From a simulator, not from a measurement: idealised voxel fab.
Process module name: voxel plated lines
It is cross-section cut that appears here, measuring 215 nm in width, its square cells being 5 nm in size.
In what follows, cross-sections appear as grids of square cells, described through bands that run from the top down, where every band is one or more rows of cells. The band entry comprises the height of the band's top followed by the height of its bottom, expressed in nm, and subsequently the band's materials from left to right, each stated together with its width in nm. Where a single material is marked with the word "edge to edge", that material fills the band from edge to edge. The word "air" represents empty space. A quick word on heights: they are counted from 0, and under that level the wafer as it came to us is one material throughout. The lowest band is different from the rest in having no bottom; it simply continues downward, written as in "top 0, no bottom". A two-number width, for instance "30..40", indicates that the width is equal to the first number in the top row of the band and to the second number in the bottom row, and that it changes by a constant amount per row of cells. A step reported as "nothing different" is a step in which no cell of the cross-section changed. Basically, "Sealed internal cavities" tells you about the enclosed voids: empty spaces with no open way to the top, 8 cells or bigger, each written width x height at distance, where distance is from the left edge, all in nm. Past the settings on a step's line: simulator remark, on that step. overlay nm: on a step with a mask, how far right of its planned place the mask lay; negative means left.

The following list gives the planned process steps
1,RECEIVE [material Si]
2,CONFORMAL_DEP [material Al2O3] [thk nm 5]
3,DIRECTIONAL_DEP [material TiN] [thk nm 5]
4,PATTERN [tone open] [mask id LINES] [material resist] [width nm 25] [pitch nm 50] [thk nm 30] [overlay nm 0]
5,EPI [material Ru] [thk nm 5]
6,EPI [material Ru] [thk nm 5]
7,STRIP [etch materials resist]
8,DIRECTIONAL_ETCH [etch materials TiN] [depth nm 5]
9,CONFORMAL_DEP [material SiO2] [thk nm 10]

So, the first of our two wafers, run just as we planned it

As-received wafer cross-section (after step 1)
> top 0, no bottom  Si edge to edge
> Sealed internal cavities: none

Take a look at the wafer's cross-section after step 2
> top 5, bottom 0  Al2O3 edge to edge
> Below a height of 0, the structure has not been altered.

Take a look at the wafer's cross-section after step 3
> top 10, bottom 5  TiN edge to edge
> Below a height of 5, the structure has not been altered.

Take a look at the wafer's cross-section after step 4
> top 40, bottom 10  70 nm resist / 25 nm air / 25 nm resist / 25 nm air / 70 nm resist
> Below a height of 10, the structure has not been altered.

Take a look at the wafer's cross-section after step 5
> top 40, bottom 15  70 nm resist / 25 nm air / 25 nm resist / 25 nm air / 70 nm resist
> top 15, bottom 10  70 nm resist / 25 nm Ru / 25 nm resist / 25 nm Ru / 70 nm resist
> Below a height of 10, the structure has not been altered.

Take a look at the wafer's cross-section after step 6
> top 40, bottom 20  70 nm resist / 25 nm air / 25 nm resist / 25 nm air / 70 nm resist
> top 20, bottom 10  70 nm resist / 25 nm Ru / 25 nm resist / 25 nm Ru / 70 nm resist
> Below a height of 10, the structure has not been altered.

Take a look at the wafer's cross-section after step 7
> top 20, bottom 10  70 nm air / 25 nm Ru / 25 nm air / 25 nm Ru / 70 nm air
> Below a height of 10, the structure has not been altered.

Take a look at the wafer's cross-section after step 8
> top 20, bottom 10  70 nm air / 25 nm Ru / 25 nm air / 25 nm Ru / 70 nm air
> top 10, bottom 5  70 nm air / 25 nm TiN / 25 nm air / 25 nm TiN / 70 nm air
> Below a height of 5, the structure has not been altered.

Take a look at the wafer's cross-section after step 9
> top 30, bottom 20  60 nm air / 45 nm SiO2 / 5 nm air / 45 nm SiO2 / 60 nm air
> top 20, bottom 15  60 nm air / 10 nm SiO2 / 25 nm Ru / 10 nm SiO2 / 5 nm air / 10 nm SiO2 / 25 nm Ru / 10 nm SiO2 / 60 nm air
> top 15, bottom 10  70 nm SiO2 / 25 nm Ru / 25 nm SiO2 / 25 nm Ru / 70 nm SiO2
> top 10, bottom 5  70 nm SiO2 / 25 nm TiN / 25 nm SiO2 / 25 nm TiN / 70 nm SiO2
> Below a height of 5, the structure has not been altered.

The remaining wafer, second of the two, started like the first and was run to the same plan, except that one mistake was made along the way; the two coincide through step 3, inclusive

The second wafer cut through, at the time step 4 was supposed to be finished
> top 40, bottom 10  75 nm resist / 25 nm air / 25 nm resist / 25 nm air / 65 nm resist
> Below a height of 10, the structure has not been altered.

The second wafer cut through, at the time step 5 was supposed to be finished
> top 40, bottom 15  75 nm resist / 25 nm air / 25 nm resist / 25 nm air / 65 nm resist
> top 15, bottom 10  75 nm resist / 25 nm Ru / 25 nm resist / 25 nm Ru / 65 nm resist
> Below a height of 10, the structure has not been altered.

The second wafer cut through, at the time step 6 was supposed to be finished
> top 40, bottom 20  75 nm resist / 25 nm air / 25 nm resist / 25 nm air / 65 nm resist
> top 20, bottom 10  75 nm resist / 25 nm Ru / 25 nm resist / 25 nm Ru / 65 nm resist
> Below a height of 10, the structure has not been altered.

The second wafer cut through, at the time step 7 was supposed to be finished
> top 20, bottom 10  75 nm air / 25 nm Ru / 25 nm air / 25 nm Ru / 65 nm air
> Below a height of 10, the structure has not been altered.

The second wafer cut through, at the time step 8 was supposed to be finished
> top 20, bottom 10  75 nm air / 25 nm Ru / 25 nm air / 25 nm Ru / 65 nm air
> top 10, bottom 5  75 nm air / 25 nm TiN / 25 nm air / 25 nm TiN / 65 nm air
> Below a height of 5, the structure has not been altered.

The second wafer cut through, at the time step 9 was supposed to be finished
> top 30, bottom 20  65 nm air / 45 nm SiO2 / 5 nm air / 45 nm SiO2 / 55 nm air
> top 20, bottom 15  65 nm air / 10 nm SiO2 / 25 nm Ru / 10 nm SiO2 / 5 nm air / 10 nm SiO2 / 25 nm Ru / 10 nm SiO2 / 55 nm air
> top 15, bottom 10  75 nm SiO2 / 25 nm Ru / 25 nm SiO2 / 25 nm Ru / 65 nm SiO2
> top 10, bottom 5  75 nm SiO2 / 25 nm TiN / 25 nm SiO2 / 25 nm TiN / 65 nm SiO2
> Below a height of 5, the structure has not been altered.
Where did the run depart from the plan? so step 4 ended up running with a different setting than we planned, it ran as PATTERN [tone open] [mask id LINES] [material resist] [width nm 25] [pitch nm 50] [thk nm 30] [overlay nm 5]
Cell counts per material: same on both final wafers. Positions: different.
